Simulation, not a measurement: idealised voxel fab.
Herein follows the process module entitled voxel wiring stack.
Shown is cross-section cut, with a width of 185 nm and square cells of size 5 nm.
Cross-section = grid of square cells, listed top down in bands; band = one or more rows. Quick guide to a band line: top height, bottom height (nm) up front; then every material left to right with its width in nm. Only one material and it's marked "everywhere"? Then it fills the band edge to edge. And "blank" just means empty space. Height datum 0, below which the as-received substrate wafer is one material. Lowest band open at the bottom, running downward: "from 0 down". So if you see something like "30..40" for the width, read it as the top row of the band sitting at the first number and the bottom row at the second, with every row in between moving by the same amount as the last. For the purposes of this document, the phrase "nothing altered" attached to a step denotes that no cell within the cross-section was modified by that step. "Encapsulated voids": sealed empty spaces, 8 cells or more, no open way to top, listed width x height at distance, with distance from the left edge and width, height and distance in nm. Read whatever lies past the settings on a step's line as the simulator's own remark about the step. "overlay nm" answers the question of how far to the right of plan the mask lay on a step that has a mask, and when it is negative the answer is to the left.
BELOW IS THE LIST OF PLANNED PROCESS STEPS
- 1: RECEIVE: material Si
- 2: CONFORMAL_DEP: material SiO2, thk nm 15
- 3: DIRECTIONAL_DEP: material TiN, thk nm 5
- 4: DIRECTIONAL_DEP: material W, thk nm 15
- 5: PATTERN: tone cover, mask id METAL_1, material resist, width nm 20, pitch nm 45, thk nm 20, overlay nm 0
- 6: DIRECTIONAL_ETCH: etch materials W, depth nm 15
- 7: DIRECTIONAL_ETCH: etch materials TiN, depth nm 5
- 8: STRIP: etch materials resist
- 9: CONFORMAL_DEP: material SiN, thk nm 5
- 10: FILL_DEP: material lowk, thk nm 5
- 11: CMP: height nm 35
- 12: CONFORMAL_DEP: material SiCN, thk nm 5
- 13: DIRECTIONAL_DEP: material SiO2, thk nm 35
- 14: MASKED_ETCH: tone open, mask id METAL_2, width nm 20, pitch nm 45, etch materials SiO2, depth nm 20, overlay nm 0
- 15: DIRECTIONAL_DEP: material aC, thk nm 15
- 16: PATTERN: tone open, mask id METAL_2_HOLES, material resist, width nm 15, pitch nm 45, thk nm 35, overlay nm 0
- 17: DIRECTIONAL_ETCH: etch materials aC, depth nm 15
- 18: STRIP: etch materials resist
- 19: DIRECTIONAL_ETCH: etch materials SiO2, depth nm 15
- 20: DIRECTIONAL_ETCH: etch materials SiCN, depth nm 5
- 21: STRIP: etch materials aC
- 22: CONFORMAL_DEP: material TiN, thk nm 5
- 23: FILL_DEP: material Cu, thk nm 5
- 24: CMP: height nm 75
- 25: CONFORMAL_DEP: material SiCN, thk nm 5
- 26: DIRECTIONAL_DEP: material lowk, thk nm 10
- 27: PATTERN: tone open, mask id PLUG_2, material resist, width nm 15, thk nm 20, overlay nm -15
- 28: DIRECTIONAL_ETCH: etch materials lowk, depth nm 10
- 29: DIRECTIONAL_ETCH: etch materials SiCN, depth nm 5
- 30: STRIP: etch materials resist
- 31: CONFORMAL_DEP: material TiN, thk nm 5
- 32: FILL_DEP: material W, thk nm 5
- 33: CMP: height nm 90
- 34: CONFORMAL_DEP: material SiCN, thk nm 5
- 35: DIRECTIONAL_DEP: material SiO2, thk nm 25
- 36: PATTERN: tone open, mask id METAL_3, material resist, width nm 20, pitch nm 45, thk nm 20, overlay nm 0
- 37: DIRECTIONAL_ETCH: etch materials SiO2, depth nm 25
- 38: DIRECTIONAL_ETCH: etch materials SiCN, depth nm 5
- 39: STRIP: etch materials resist
- 40: CONFORMAL_DEP: material TiN, thk nm 5
- 41: FILL_DEP: material Cu, thk nm 10
- 42: CMP: height nm 120
- 43: CONFORMAL_DEP: material SiCN, thk nm 5
- 44: DIRECTIONAL_DEP: material lowk, thk nm 10
- 45: PATTERN: tone open, mask id PLUG_3, material resist, width nm 15, pitch nm 45, thk nm 15, overlay nm 0
- 46: DIRECTIONAL_ETCH: etch materials lowk, depth nm 10
- 47: DIRECTIONAL_ETCH: etch materials SiCN, depth nm 5
- 48: STRIP: etch materials resist
- 49: EPI: material Ru, thk nm 10
- 50: EPI: material Ru, thk nm 5
- 51: DIRECTIONAL_DEP: material TiN, thk nm 5
- 52: DIRECTIONAL_DEP: material W, thk nm 25
- 53: MASKED_ETCH: tone cover, mask id METAL_4, width nm 20, pitch nm 45, etch materials W, depth nm 25, overlay nm 0
- 54: MASKED_ETCH: tone cover, mask id METAL_4, width nm 20, pitch nm 45, etch materials TiN, depth nm 5, overlay nm 0
- 55: CONFORMAL_DEP: material SiN, thk nm 5
- 56: FILL_DEP: material SiO2, thk nm 10
- 57: CMP: height nm 165
- 58: CONFORMAL_DEP: material SiN, thk nm 5
Variable across wafers: step 27 overlay nm (plan value is that of the first wafer; starting state common to all).
AS-RECEIVED STATE AFTER STEP 1, FIRST OF SEVERAL WAFERS, CROSS-SECTION
* from 0 down = Si everywhere
* Encapsulated voids: none
THE FIRST OF SEVERAL WAFERS, SEEN IN CROSS-SECTION AFTER THE MODULE'S LAST STEP, STEP 58
* from 170 to 165 = SiN everywhere
* from 165 to 140 = 55 SiO2; 5 SiN; 20 W; 5 SiN; 15 SiO2; 5 SiN; 20 W; 5 SiN; 55 SiO2
* from 140 to 135 = 60 SiN; 20 TiN; 25 SiN; 20 TiN; 60 SiN
* from 135 to 125 = 60 lowk; 15 Ru; 30 lowk; 15 Ru; 65 lowk
* from 125 to 120 = 60 SiCN; 15 Ru; 30 SiCN; 15 Ru; 65 SiCN
* from 120 to 95 = 60 SiO2; 5 TiN; 10 Cu; 5 TiN; 25 SiO2; 5 TiN; 10 Cu; 5 TiN; 60 SiO2
* from 95 to 90 = 60 SiCN; 20 TiN; 25 SiCN; 20 TiN; 60 SiCN
* from 90 to 80 = 45 lowk; 5 TiN; 5 W; 5 TiN; 125 lowk
* from 80 to 75 = 45 SiCN; 15 TiN; 125 SiCN
* from 75 to 60 = 60 SiO2; 5 TiN; 10 Cu; 5 TiN; 25 SiO2; 5 TiN; 10 Cu; 5 TiN; 60 SiO2
* from 60 to 55 = 60 SiO2; 5 TiN; 5 Cu; 10 TiN; 25 SiO2; 5 TiN; 5 Cu; 10 TiN; 60 SiO2
* from 55 to 40 = 60 SiO2; 5 TiN; 5 Cu; 5 TiN; 30 SiO2; 5 TiN; 5 Cu; 5 TiN; 65 SiO2
* from 40 to 35 = 60 SiCN; 15 TiN; 30 SiCN; 15 TiN; 65 SiCN
* from 35 to 20 = 55 lowk; 5 SiN; 20 W; 5 SiN; 15 lowk; 5 SiN; 20 W; 5 SiN; 55 lowk
* from 20 to 15 = 60 SiN; 20 TiN; 25 SiN; 20 TiN; 60 SiN
* from 15 to 0 = SiO2 everywhere
* from 0 down = Si everywhere
* Encapsulated voids: none
CROSS-SECTIONAL VIEW OF THE FINAL WAFER OF SEVERAL AT THE MODULE'S END
* from 170 to 165 = SiN everywhere
* from 165 to 140 = 55 SiO2; 5 SiN; 20 W; 5 SiN; 15 SiO2; 5 SiN; 20 W; 5 SiN; 55 SiO2
* from 140 to 135 = 60 SiN; 20 TiN; 25 SiN; 20 TiN; 60 SiN
* from 135 to 125 = 60 lowk; 15 Ru; 30 lowk; 15 Ru; 65 lowk
* from 125 to 120 = 60 SiCN; 15 Ru; 30 SiCN; 15 Ru; 65 SiCN
* from 120 to 95 = 60 SiO2; 5 TiN; 10 Cu; 5 TiN; 25 SiO2; 5 TiN; 10 Cu; 5 TiN; 60 SiO2
* from 95 to 90 = 60 SiCN; 20 TiN; 25 SiCN; 20 TiN; 60 SiCN
* from 90 to 80 = 75 lowk; 5 TiN; 5 W; 5 TiN; 95 lowk
* from 80 to 75 = 75 SiCN; 15 TiN; 95 SiCN
* from 75 to 60 = 60 SiO2; 5 TiN; 10 Cu; 5 TiN; 25 SiO2; 5 TiN; 10 Cu; 5 TiN; 60 SiO2
* from 60 to 55 = 60 SiO2; 5 TiN; 5 Cu; 10 TiN; 25 SiO2; 5 TiN; 5 Cu; 10 TiN; 60 SiO2
* from 55 to 40 = 60 SiO2; 5 TiN; 5 Cu; 5 TiN; 30 SiO2; 5 TiN; 5 Cu; 5 TiN; 65 SiO2
* from 40 to 35 = 60 SiCN; 15 TiN; 30 SiCN; 15 TiN; 65 SiCN
* from 35 to 20 = 55 lowk; 5 SiN; 20 W; 5 SiN; 15 lowk; 5 SiN; 20 W; 5 SiN; 55 lowk
* from 20 to 15 = 60 SiN; 20 TiN; 25 SiN; 20 TiN; 60 SiN
* from 15 to 0 = SiO2 everywhere
* from 0 down = Si everywhere
* Encapsulated voids: none
THE FOLLOWING TABLE CONTAINS A ROW PER WAFER, IN WHICH ARE REPORTED, AT THE CONCLUSION OF THE MODULE, THE CELLS OF EACH MATERIAL GAINED (+) OR LOST (-) SINCE THE WAFER'S RECEIPT, WITH ITS CLOSED VOIDS GIVEN THEREAFTER
overlay nm -15; +40 Cu; +18 Ru; +125 SiCN; +127 SiN; +590 SiO2; +87 TiN; +66 W; +205 lowk; Encapsulated voids: none
overlay nm -10; +40 Cu; +18 Ru; +125 SiCN; +127 SiN; +590 SiO2; +87 TiN; +66 W; +205 lowk; Encapsulated voids: none
overlay nm -5; +40 Cu; +18 Ru; +125 SiCN; +127 SiN; +590 SiO2; +87 TiN; +66 W; +205 lowk; Encapsulated voids: none
overlay nm 0; +40 Cu; +18 Ru; +125 SiCN; +127 SiN; +590 SiO2; +87 TiN; +66 W; +205 lowk; Encapsulated voids: none
overlay nm 5; +40 Cu; +18 Ru; +125 SiCN; +127 SiN; +590 SiO2; +87 TiN; +66 W; +205 lowk; Encapsulated voids: none
overlay nm 10; +40 Cu; +18 Ru; +125 SiCN; +127 SiN; +590 SiO2; +87 TiN; +66 W; +205 lowk; Encapsulated voids: none
overlay nm 15; +40 Cu; +18 Ru; +125 SiCN; +127 SiN; +590 SiO2; +87 TiN; +66 W; +205 lowk; Encapsulated voids: none
